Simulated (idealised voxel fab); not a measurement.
This is a process module. Its name is voxel gate over fins.
Shown is cross-section cut, with a width of 140 nm and square cells of size 5 nm.
When this document writes out a cross-section, it uses a grid of square cells and lists it as bands, beginning at the top and moving down, with a band standing for one or more rows of cells.
Read a band's entry like this: the first values are the height of its top and the height of its bottom in nm, and what follows is the sequence of materials from left to right, each with its width in nm. Note that "empty" is empty space, and that a single material marked "all across" reaches across the band from edge to edge.
All heights in this document are referenced to 0, defined as the level beneath which the wafer, as received, consists entirely of one material. The lowest band is not bounded below; it extends indefinitely downward and is written in the form "0 down".
Graded width ("30->40"): value in top row of band = first number; value in bottom row = second number; row-to-row change constant.
Step note "no modification" = no cross-section cell changed.
Empty spaces without an open route to the top, at least 8 cells in extent, make up the entry "Cavities, sealed"; each is given as width x height at distance, where the distance is measured from the left edge, and all are in nm.
Post-settings text on a step line: simulator's own remark regarding the step.
The "overlay nm" setting may appear on a step's line; for a step that uses a mask, it gives how far to the right of its planned position the mask lay, and a negative value indicates the left.
Each pair of cross-sections that follows straddles one process step: the one shows the state before the step, the other the state after it, down to the lowest band that changed and no further. The step in question, and its settings, are given under the pair. Note that a pair is not necessarily a continuation of the pair above it, since pairs can come from different runs of this module on the same starting wafer; it is a continuation only where its entry headed "Before step" says so.
Before step
	0 to -15  45 nm empty / 10 nm Si / 35 nm empty / 10 nm Si / 40 nm empty
	-15 to -35  45 nm SiO2 / 10 nm Si / 35 nm SiO2 / 10 nm Si / 40 nm SiO2
	-35 down  Si all across
	Cavities, sealed: none
State After Step
	5 to 0  40 nm empty / 20 nm HfO2 / 25 nm empty / 20 nm HfO2 / 35 nm empty
	0 to -10  40 nm empty / 5 nm HfO2 / 10 nm Si / 5 nm HfO2 / 25 nm empty / 5 nm HfO2 / 10 nm Si / 5 nm HfO2 / 35 nm empty
	-10 to -15  45 nm HfO2 / 10 nm Si / 35 nm HfO2 / 10 nm Si / 40 nm HfO2
	Nothing below the height -15 has changed.
	Cavities, sealed: none
What step was run between the cross-section before it and the cross-section after it, both above? CONFORMAL_DEP (material HfO2; thk nm 5)
Before step: the wafer arrives at this step looking as the after cross-section in the pair just above shows it.
State After Step
	10 to 5  35 nm empty / 30 nm TiN / 15 nm empty / 30 nm TiN / 30 nm empty
	5 to 0  35 nm empty / 5 nm TiN / 20 nm HfO2 / 5 nm TiN / 15 nm empty / 5 nm TiN / 20 nm HfO2 / 5 nm TiN / 30 nm empty
	0 to -5  35 nm empty / 5 nm TiN / 5 nm HfO2 / 10 nm Si / 5 nm HfO2 / 5 nm TiN / 15 nm empty / 5 nm TiN / 5 nm HfO2 / 10 nm Si / 5 nm HfO2 / 5 nm TiN / 30 nm empty
	-5 to -10  40 nm TiN / 5 nm HfO2 / 10 nm Si / 5 nm HfO2 / 25 nm TiN / 5 nm HfO2 / 10 nm Si / 5 nm HfO2 / 35 nm TiN
	Nothing below the height -10 has changed.
	Cavities, sealed: none
What step was run between the cross-section before it and the cross-section after it, both above? CONFORMAL_DEP (material TiN; thk nm 5)
Before step: the wafer arrives at this step looking as the after cross-section in the pair just above shows it.
State After Step
	15 to 10  30 nm empty / 40 nm TiAl / 5 nm empty / 40 nm TiAl / 25 nm empty
	10 to 5  30 nm empty / 5 nm TiAl / 30 nm TiN / 5 nm TiAl / 5 nm empty / 5 nm TiAl / 30 nm TiN / 5 nm TiAl / 25 nm empty
	5 to 0  30 nm empty / 5 nm TiAl / 5 nm TiN / 20 nm HfO2 / 5 nm TiN / 5 nm TiAl / 5 nm empty / 5 nm TiAl / 5 nm TiN / 20 nm HfO2 / 5 nm TiN / 5 nm TiAl / 25 nm empty
	0 to -5  35 nm TiAl / 5 nm TiN / 5 nm HfO2 / 10 nm Si / 5 nm HfO2 / 5 nm TiN / 15 nm TiAl / 5 nm TiN / 5 nm HfO2 / 10 nm Si / 5 nm HfO2 / 5 nm TiN / 30 nm TiAl
	Nothing below the height -5 has changed.
	Cavities, sealed: none
What step was run between the cross-section before it and the cross-section after it, both above? CONFORMAL_DEP (material TiAl; thk nm 5)
Before step: the wafer arrives at this step looking as the after cross-section in the pair just above shows it.
State After Step
	20 to 15  25 nm empty / 95 nm TiN / 20 nm empty
	15 to 10  25 nm empty / 5 nm TiN / 40 nm TiAl / 5 nm TiN / 40 nm TiAl / 5 nm TiN / 20 nm empty
	10 to 5  25 nm empty / 5 nm TiN / 5 nm TiAl / 30 nm TiN / 5 nm TiAl / 5 nm TiN / 5 nm TiAl / 30 nm TiN / 5 nm TiAl / 5 nm TiN / 20 nm empty
	5 to 0  30 nm TiN / 5 nm TiAl / 5 nm TiN / 20 nm HfO2 / 5 nm TiN / 5 nm TiAl / 5 nm TiN / 5 nm TiAl / 5 nm TiN / 20 nm HfO2 / 5 nm TiN / 5 nm TiAl / 25 nm TiN
	Nothing below the height 0 has changed.
	Cavities, sealed: none
What step was run between the cross-section before it and the cross-section after it, both above? CONFORMAL_DEP (material TiN; thk nm 5)
Before step: the wafer arrives at this step looking as the after cross-section in the pair just above shows it.
State After Step
	35 to 20  W all across
	20 to 15  25 nm W / 95 nm TiN / 20 nm W
	15 to 10  25 nm W / 5 nm TiN / 40 nm TiAl / 5 nm TiN / 40 nm TiAl / 5 nm TiN / 20 nm W
	10 to 5  25 nm W / 5 nm TiN / 5 nm TiAl / 30 nm TiN / 5 nm TiAl / 5 nm TiN / 5 nm TiAl / 30 nm TiN / 5 nm TiAl / 5 nm TiN / 20 nm W
	Nothing below the height 5 has changed.
	Cavities, sealed: none
What step was run between the cross-section before it and the cross-section after it, both above? FILL_DEP (material W; thk nm 15)
Before step: the wafer arrives at this step looking as the after cross-section in the pair just above shows it.
State After Step
	30 to 20  W all across
	Nothing below the height 20 has changed.
	Cavities, sealed: none
What step was run between the cross-section before it and the cross-section after it, both above? CMP (height nm 30)
Before step: the wafer arrives at this step looking as the after cross-section in the pair just above shows it.
State After Step
	35 to 30  SiN all across
	Nothing below the height 30 has changed.
	Cavities, sealed: none
What step was run between the cross-section before it and the cross-section after it, both above? CONFORMAL_DEP (material SiN; thk nm 5)
Before step
	5 to 0  SiN all across
	0 down  Si all across
	Cavities, sealed: none
State After Step
	20 to 5  35 nm empty / 15 nm resist / 30 nm empty / 15 nm resist / 45 nm empty
	Nothing below the height 5 has changed.
	Cavities, sealed: none
What step was run between the cross-section before it and the cross-section after it, both above? PATTERN (tone cover; mask id FINS; material resist; width nm 15; pitch nm 45; thk nm 15; overlay nm -5)
Before step: the wafer arrives at this step looking as the after cross-section in the pair just above shows it.
State After Step
	20 to 5  35 nm empty / 15 nm resist / 30 nm empty / 15 nm resist / 45 nm empty
	5 to 0  35 nm empty / 15 nm SiN / 30 nm empty / 15 nm SiN / 45 nm empty
	Nothing below the height 0 has changed.
	Cavities, sealed: none
What step was run between the cross-section before it and the cross-section after it, both above? DIRECTIONAL_ETCH (etch materials SiN; depth nm 5)
Before step: the wafer arrives at this step looking as the after cross-section in the pair just above shows it.
State After Step
	20 to 5  35 nm empty / 15 nm resist / 30 nm empty / 15 nm resist / 45 nm empty
	5 to 0  35 nm empty / 15 nm SiN / 30 nm empty / 15 nm SiN / 45 nm empty
	0 to -30  35 nm empty / 15 nm Si / 30 nm empty / 15 nm Si / 45 nm empty
	Nothing below the height -30 has changed.
	Cavities, sealed: none
What step was run between the cross-section before it and the cross-section after it, both above? DIRECTIONAL_ETCH (etch materials Si; depth nm 30)
Before step: the wafer arrives at this step looking as the after cross-section in the pair just above shows it.
State After Step
	5 to 0  35 nm empty / 15 nm SiN / 30 nm empty / 15 nm SiN / 45 nm empty
	Nothing below the height 0 has changed.
	Cavities, sealed: none
What step was run between the cross-section before it and the cross-section after it, both above? STRIP (etch materials resist)
Before step: the wafer arrives at this step looking as the after cross-section in the pair just above shows it.
State After Step
	5 to 0  35 nm empty / 15 nm SiN / 30 nm empty / 15 nm SiN / 45 nm empty
	0 to -30  35 nm empty / 5 nm SiO2 / 5 nm Si / 5 nm SiO2 / 30 nm empty / 5 nm SiO2 / 5 nm Si / 5 nm SiO2 / 45 nm empty
	-30 to -35  40 nm SiO2 / 5 nm Si / 40 nm SiO2 / 5 nm Si / 50 nm SiO2
	Nothing below the height -35 has changed.
	Cavities, sealed: none
What step was run between the cross-section before it and the cross-section after it, both above? OXIDIZE (depth nm 5)
Before step: the wafer arrives at this step looking as the after cross-section in the pair just above shows it.
State After Step
	20 to 5  SiO2 all across
	5 to 0  35 nm SiO2 / 15 nm SiN / 30 nm SiO2 / 15 nm SiN / 45 nm SiO2
	0 to -35  40 nm SiO2 / 5 nm Si / 40 nm SiO2 / 5 nm Si / 50 nm SiO2
	Nothing below the height -35 has changed.
	Cavities, sealed: none
What step was run between the cross-section before it and the cross-section after it, both above? FILL_DEP (material SiO2; thk nm 15)
Before step: the wafer arrives at this step looking as the after cross-section in the pair just above shows it.
State After Step
	5 to 0  35 nm SiO2 / 15 nm SiN / 30 nm SiO2 / 15 nm SiN / 45 nm SiO2
	Nothing below the height 0 has changed.
	Cavities, sealed: none
What step was run between the cross-section before it and the cross-section after it, both above? CMP (height nm 5)
Before step: the wafer arrives at this step looking as the after cross-section in the pair just above shows it.
State After Step
	5 to 0  35 nm empty / 15 nm SiN / 30 nm empty / 15 nm SiN / 45 nm empty
	0 to -15  40 nm empty / 5 nm Si / 40 nm empty / 5 nm Si / 50 nm empty
	Nothing below the height -15 has changed.
	Cavities, sealed: none
What step was run between the cross-section before it and the cross-section after it, both above? SELECTIVE_ETCH (etch materials SiO2; depth nm 20)
Before step: the wafer arrives at this step looking as the after cross-section in the pair just above shows it.
State After Step
	0 to -15  40 nm empty / 5 nm Si / 40 nm empty / 5 nm Si / 50 nm empty
	Nothing below the height -15 has changed.
	Cavities, sealed: none
What step was run between the cross-section before it and the cross-section after it, both above? STRIP (etch materials SiN)
Before step: the wafer arrives at this step looking as the after cross-section in the pair just above shows it.
State After Step
	5 to 0  35 nm empty / 15 nm HfO2 / 30 nm empty / 15 nm HfO2 / 45 nm empty
	0 to -10  35 nm empty / 5 nm HfO2 / 5 nm Si / 5 nm HfO2 / 30 nm empty / 5 nm HfO2 / 5 nm Si / 5 nm HfO2 / 45 nm empty
	-10 to -15  40 nm HfO2 / 5 nm Si / 40 nm HfO2 / 5 nm Si / 50 nm HfO2
	Nothing below the height -15 has changed.
	Cavities, sealed: none
What step was run between the cross-section before it and the cross-section after it, both above? CONFORMAL_DEP (material HfO2; thk nm 5)
Before step: the wafer arrives at this step looking as the after cross-section in the pair just above shows it.
State After Step
	10 to 5  30 nm empty / 25 nm TiN / 20 nm empty / 25 nm TiN / 40 nm empty
	5 to 0  30 nm empty / 5 nm TiN / 15 nm HfO2 / 5 nm TiN / 20 nm empty / 5 nm TiN / 15 nm HfO2 / 5 nm TiN / 40 nm empty
	0 to -5  30 nm empty / 5 nm TiN / 5 nm HfO2 / 5 nm Si / 5 nm HfO2 / 5 nm TiN / 20 nm empty / 5 nm TiN / 5 nm HfO2 / 5 nm Si / 5 nm HfO2 / 5 nm TiN / 40 nm empty
	-5 to -10  35 nm TiN / 5 nm HfO2 / 5 nm Si / 5 nm HfO2 / 30 nm TiN / 5 nm HfO2 / 5 nm Si / 5 nm HfO2 / 45 nm TiN
	Nothing below the height -10 has changed.
	Cavities, sealed: none
What step was run between the cross-section before it and the cross-section after it, both above? CONFORMAL_DEP (material TiN; thk nm 5)
Before step: the wafer arrives at this step looking as the after cross-section in the pair just above shows it.
State After Step
	15 to 10  25 nm empty / 35 nm TiAl / 10 nm empty / 35 nm TiAl / 35 nm empty
	10 to 5  25 nm empty / 5 nm TiAl / 25 nm TiN / 5 nm TiAl / 10 nm empty / 5 nm TiAl / 25 nm TiN / 5 nm TiAl / 35 nm empty
	5 to 0  25 nm empty / 5 nm TiAl / 5 nm TiN / 15 nm HfO2 / 5 nm TiN / 5 nm TiAl / 10 nm empty / 5 nm TiAl / 5 nm TiN / 15 nm HfO2 / 5 nm TiN / 5 nm TiAl / 35 nm empty
	0 to -5  30 nm TiAl / 5 nm TiN / 5 nm HfO2 / 5 nm Si / 5 nm HfO2 / 5 nm TiN / 20 nm TiAl / 5 nm TiN / 5 nm HfO2 / 5 nm Si / 5 nm HfO2 / 5 nm TiN / 40 nm TiAl
	Nothing below the height -5 has changed.
	Cavities, sealed: none
What step was run between the cross-section before it and the cross-section after it, both above? CONFORMAL_DEP (material TiAl; thk nm 5)
Before step: the wafer arrives at this step looking as the after cross-section in the pair just above shows it.
State After Step
	20 to 15  20 nm empty / 90 nm TiN / 30 nm empty
	15 to 10  20 nm empty / 5 nm TiN / 35 nm TiAl / 10 nm TiN / 35 nm TiAl / 5 nm TiN / 30 nm empty
	10 to 5  20 nm empty / 5 nm TiN / 5 nm TiAl / 25 nm TiN / 5 nm TiAl / 10 nm TiN / 5 nm TiAl / 25 nm TiN / 5 nm TiAl / 5 nm TiN / 30 nm empty
	5 to 0  25 nm TiN / 5 nm TiAl / 5 nm TiN / 15 nm HfO2 / 5 nm TiN / 5 nm TiAl / 10 nm TiN / 5 nm TiAl / 5 nm TiN / 15 nm HfO2 / 5 nm TiN / 5 nm TiAl / 35 nm TiN
	Nothing below the height 0 has changed.
	Cavities, sealed: none
What step was run between the cross-section before it and the cross-section after it, both above? CONFORMAL_DEP (material TiN; thk nm 5)
Before step: the wafer arrives at this step looking as the after cross-section in the pair just above shows it.
State After Step
	35 to 20  W all across
	20 to 15  20 nm W / 90 nm TiN / 30 nm W
	15 to 10  20 nm W / 5 nm TiN / 35 nm TiAl / 10 nm TiN / 35 nm TiAl / 5 nm TiN / 30 nm W
	10 to 5  20 nm W / 5 nm TiN / 5 nm TiAl / 25 nm TiN / 5 nm TiAl / 10 nm TiN / 5 nm TiAl / 25 nm TiN / 5 nm TiAl / 5 nm TiN / 30 nm W
	Nothing below the height 5 has changed.
	Cavities, sealed: none
What step was run between the cross-section before it and the cross-section after it, both above? FILL_DEP (material W; thk nm 15)
Before step: the wafer arrives at this step looking as the after cross-section in the pair just above shows it.
State After Step
	30 to 20  W all across
	Nothing below the height 20 has changed.
	Cavities, sealed: none
What step was run between the cross-section before it and the cross-section after it, both above? CMP (height nm 30)
Before step: the wafer arrives at this step looking as the after cross-section in the pair just above shows it.
State After Step
	35 to 30  SiN all across
	Nothing below the height 30 has changed.
	Cavities, sealed: none
What step was run between the cross-section before it and the cross-section after it, both above? CONFORMAL_DEP (material SiN; thk nm 5)
Before step
	20 to 15  25 nm empty / 90 nm TiN / 25 nm empty
	15 to 10  25 nm empty / 5 nm TiN / 35 nm TiAl / 10 nm TiN / 35 nm TiAl / 5 nm TiN / 25 nm empty
	10 to 5  25 nm empty / 5 nm TiN / 5 nm TiAl / 25 nm TiN / 5 nm TiAl / 10 nm TiN / 5 nm TiAl / 25 nm TiN / 5 nm TiAl / 5 nm TiN / 25 nm empty
	5 to 0  30 nm TiN / 5 nm TiAl / 5 nm TiN / 15 nm HfO2 / 5 nm TiN / 5 nm TiAl / 10 nm TiN / 5 nm TiAl / 5 nm TiN / 15 nm HfO2 / 5 nm TiN / 5 nm TiAl / 30 nm TiN
	0 to -5  35 nm TiAl / 5 nm TiN / 5 nm HfO2 / 5 nm Si / 5 nm HfO2 / 5 nm TiN / 20 nm TiAl / 5 nm TiN / 5 nm HfO2 / 5 nm Si / 5 nm HfO2 / 5 nm TiN / 35 nm TiAl
	-5 to -10  40 nm TiN / 5 nm HfO2 / 5 nm Si / 5 nm HfO2 / 30 nm TiN / 5 nm HfO2 / 5 nm Si / 5 nm HfO2 / 40 nm TiN
	-10 to -15  45 nm HfO2 / 5 nm Si / 40 nm HfO2 / 5 nm Si / 45 nm HfO2
	-15 to -35  45 nm SiO2 / 5 nm Si / 40 nm SiO2 / 5 nm Si / 45 nm SiO2
	-35 down  Si all across
	Cavities, sealed: none
State After Step
	35 to 20  HfO2 all across
	20 to 15  25 nm HfO2 / 90 nm TiN / 25 nm HfO2
	15 to 10  25 nm HfO2 / 5 nm TiN / 35 nm TiAl / 10 nm TiN / 35 nm TiAl / 5 nm TiN / 25 nm HfO2
	10 to 5  25 nm HfO2 / 5 nm TiN / 5 nm TiAl / 25 nm TiN / 5 nm TiAl / 10 nm TiN / 5 nm TiAl / 25 nm TiN / 5 nm TiAl / 5 nm TiN / 25 nm HfO2
	Nothing below the height 5 has changed.
	Cavities, sealed: none
What step was run between the cross-section before it and the cross-section after it, both above? FILL_DEP (material HfO2; thk nm 15)
Before step: the wafer arrives at this step looking as the after cross-section in the pair just above shows it.
State After Step
	30 to 20  HfO2 all across
	Nothing below the height 20 has changed.
	Cavities, sealed: none
What step was run between the cross-section before it and the cross-section after it, both above? CMP (height nm 30)
Before step: the wafer arrives at this step looking as the after cross-section in the pair just above shows it.
State After Step
	35 to 30  SiN all across
	Nothing below the height 30 has changed.
	Cavities, sealed: none
What step was run between the cross-section before it and the cross-section after it, both above? CONFORMAL_DEP (material SiN; thk nm 5)
Before step
	5 to 0  SiN all across
	0 down  Si all across
	Cavities, sealed: none
State After Step
	20 to 5  40 nm resist / 15 nm empty / 30 nm resist / 15 nm empty / 40 nm resist
	Nothing below the height 5 has changed.
	Cavities, sealed: none
What step was run between the cross-section before it and the cross-section after it, both above? PATTERN (tone open; mask id FINS; material resist; width nm 15; pitch nm 45; thk nm 15; overlay nm 0)
Before step: the wafer arrives at this step looking as the after cross-section in the pair just above shows it.
State After Step
	20 to 5  40 nm resist / 15 nm empty / 30 nm resist / 15 nm empty / 40 nm resist
	5 to 0  40 nm SiN / 15 nm empty / 30 nm SiN / 15 nm empty / 40 nm SiN
	Nothing below the height 0 has changed.
	Cavities, sealed: none
What step was run between the cross-section before it and the cross-section after it, both above? DIRECTIONAL_ETCH (etch materials SiN; depth nm 5)
Before step: the wafer arrives at this step looking as the after cross-section in the pair just above shows it.
State After Step
	20 to 5  40 nm resist / 15 nm empty / 30 nm resist / 15 nm empty / 40 nm resist
	5 to 0  40 nm SiN / 15 nm empty / 30 nm SiN / 15 nm empty / 40 nm SiN
	0 to -30  40 nm Si / 15 nm empty / 30 nm Si / 15 nm empty / 40 nm Si
	Nothing below the height -30 has changed.
	Cavities, sealed: none
What step was run between the cross-section before it and the cross-section after it, both above? DIRECTIONAL_ETCH (etch materials Si; depth nm 30)
Before step: the wafer arrives at this step looking as the after cross-section in the pair just above shows it.
State After Step
	5 to 0  40 nm SiN / 15 nm empty / 30 nm SiN / 15 nm empty / 40 nm SiN
	Nothing below the height 0 has changed.
	Cavities, sealed: none
What step was run between the cross-section before it and the cross-section after it, both above? STRIP (etch materials resist)
Before step: the wafer arrives at this step looking as the after cross-section in the pair just above shows it.
State After Step
	5 to 0  40 nm SiN / 15 nm empty / 30 nm SiN / 15 nm empty / 40 nm SiN
	0 to -30  35 nm Si / 5 nm SiO2 / 15 nm empty / 5 nm SiO2 / 20 nm Si / 5 nm SiO2 / 15 nm empty / 5 nm SiO2 / 35 nm Si
	-30 to -35  35 nm Si / 25 nm SiO2 / 20 nm Si / 25 nm SiO2 / 35 nm Si
	Nothing below the height -35 has changed.
	Cavities, sealed: none
What step was run between the cross-section before it and the cross-section after it, both above? OXIDIZE (depth nm 5)
Before step: the wafer arrives at this step looking as the after cross-section in the pair just above shows it.
State After Step
	20 to 5  SiO2 all across
	5 to 0  40 nm SiN / 15 nm SiO2 / 30 nm SiN / 15 nm SiO2 / 40 nm SiN
	0 to -35  35 nm Si / 25 nm SiO2 / 20 nm Si / 25 nm SiO2 / 35 nm Si
	Nothing below the height -35 has changed.
	Cavities, sealed: none
What step was run between the cross-section before it and the cross-section after it, both above? FILL_DEP (material SiO2; thk nm 15)
Before step: the wafer arrives at this step looking as the after cross-section in the pair just above shows it.
State After Step
	5 to 0  40 nm SiN / 15 nm SiO2 / 30 nm SiN / 15 nm SiO2 / 40 nm SiN
	Nothing below the height 0 has changed.
	Cavities, sealed: none
What step was run between the cross-section before it and the cross-section after it, both above? CMP (height nm 5)
Before step: the wafer arrives at this step looking as the after cross-section in the pair just above shows it.
State After Step
	5 to 0  40 nm SiN / 15 nm empty / 30 nm SiN / 15 nm empty / 40 nm SiN
	0 to -15  35 nm Si / 25 nm empty / 20 nm Si / 25 nm empty / 35 nm Si
	Nothing below the height -15 has changed.
	Cavities, sealed: none
What step was run between the cross-section before it and the cross-section after it, both above? SELECTIVE_ETCH (etch materials SiO2; depth nm 20)
Before step: the wafer arrives at this step looking as the after cross-section in the pair just above shows it.
State After Step
	0 to -15  35 nm Si / 25 nm empty / 20 nm Si / 25 nm empty / 35 nm Si
	Nothing below the height -15 has changed.
	Cavities, sealed: none
What step was run between the cross-section before it and the cross-section after it, both above? STRIP (etch materials SiN)
Before step: the wafer arrives at this step looking as the after cross-section in the pair just above shows it.
State After Step
	5 to 0  40 nm HfO2 / 15 nm empty / 30 nm HfO2 / 15 nm empty / 40 nm HfO2
	0 to -10  35 nm Si / 5 nm HfO2 / 15 nm empty / 5 nm HfO2 / 20 nm Si / 5 nm HfO2 / 15 nm empty / 5 nm HfO2 / 35 nm Si
	-10 to -15  35 nm Si / 25 nm HfO2 / 20 nm Si / 25 nm HfO2 / 35 nm Si
	Nothing below the height -15 has changed.
	Cavities, sealed: none
What step was run between the cross-section before it and the cross-section after it, both above? CONFORMAL_DEP (material HfO2; thk nm 5)
Before step: the wafer arrives at this step looking as the after cross-section in the pair just above shows it.
State After Step
	10 to 5  45 nm TiN / 5 nm empty / 40 nm TiN / 5 nm empty / 45 nm TiN
	5 to 0  40 nm HfO2 / 5 nm TiN / 5 nm empty / 5 nm TiN / 30 nm HfO2 / 5 nm TiN / 5 nm empty / 5 nm TiN / 40 nm HfO2
	0 to -5  35 nm Si / 5 nm HfO2 / 5 nm TiN / 5 nm empty / 5 nm TiN / 5 nm HfO2 / 20 nm Si / 5 nm HfO2 / 5 nm TiN / 5 nm empty / 5 nm TiN / 5 nm HfO2 / 35 nm Si
	-5 to -10  35 nm Si / 5 nm HfO2 / 15 nm TiN / 5 nm HfO2 / 20 nm Si / 5 nm HfO2 / 15 nm TiN / 5 nm HfO2 / 35 nm Si
	Nothing below the height -10 has changed.
	Cavities, sealed: none
What step was run between the cross-section before it and the cross-section after it, both above? CONFORMAL_DEP (material TiN; thk nm 5)
Before step: the wafer arrives at this step looking as the after cross-section in the pair just above shows it.
State After Step
	15 to 10  TiAl all across
	10 to 5  45 nm TiN / 5 nm TiAl / 40 nm TiN / 5 nm TiAl / 45 nm TiN
	5 to 0  40 nm HfO2 / 5 nm TiN / 5 nm TiAl / 5 nm TiN / 30 nm HfO2 / 5 nm TiN / 5 nm TiAl / 5 nm TiN / 40 nm HfO2
	0 to -5  35 nm Si / 5 nm HfO2 / 5 nm TiN / 5 nm TiAl / 5 nm TiN / 5 nm HfO2 / 20 nm Si / 5 nm HfO2 / 5 nm TiN / 5 nm TiAl / 5 nm TiN / 5 nm HfO2 / 35 nm Si
	Nothing below the height -5 has changed.
	Cavities, sealed: none
What step was run between the cross-section before it and the cross-section after it, both above? CONFORMAL_DEP (material TiAl; thk nm 5)
Before step: the wafer arrives at this step looking as the after cross-section in the pair just above shows it.
State After Step
	20 to 15  TiN all across
	Nothing below the height 15 has changed.
	Cavities, sealed: none
What step was run between the cross-section before it and the cross-section after it, both above? CONFORMAL_DEP (material TiN; thk nm 5)
Before step: the wafer arrives at this step looking as the after cross-section in the pair just above shows it.
State After Step
	35 to 20  W all across
	Nothing below the height 20 has changed.
	Cavities, sealed: none
What step was run between the cross-section before it and the cross-section after it, both above? FILL_DEP (material W; thk nm 15)
Before step: the wafer arrives at this step looking as the after cross-section in the pair just above shows it.
State After Step
	30 to 20  W all across
	Nothing below the height 20 has changed.
	Cavities, sealed: none
What step was run between the cross-section before it and the cross-section after it, both above? CMP (height nm 30)
Before step: the wafer arrives at this step looking as the after cross-section in the pair just above shows it.
State After Step
	35 to 30  SiN all across
	Nothing below the height 30 has changed.
	Cavities, sealed: none
What step was run between the cross-section before it and the cross-section after it, both above? CONFORMAL_DEP (material SiN; thk nm 5)
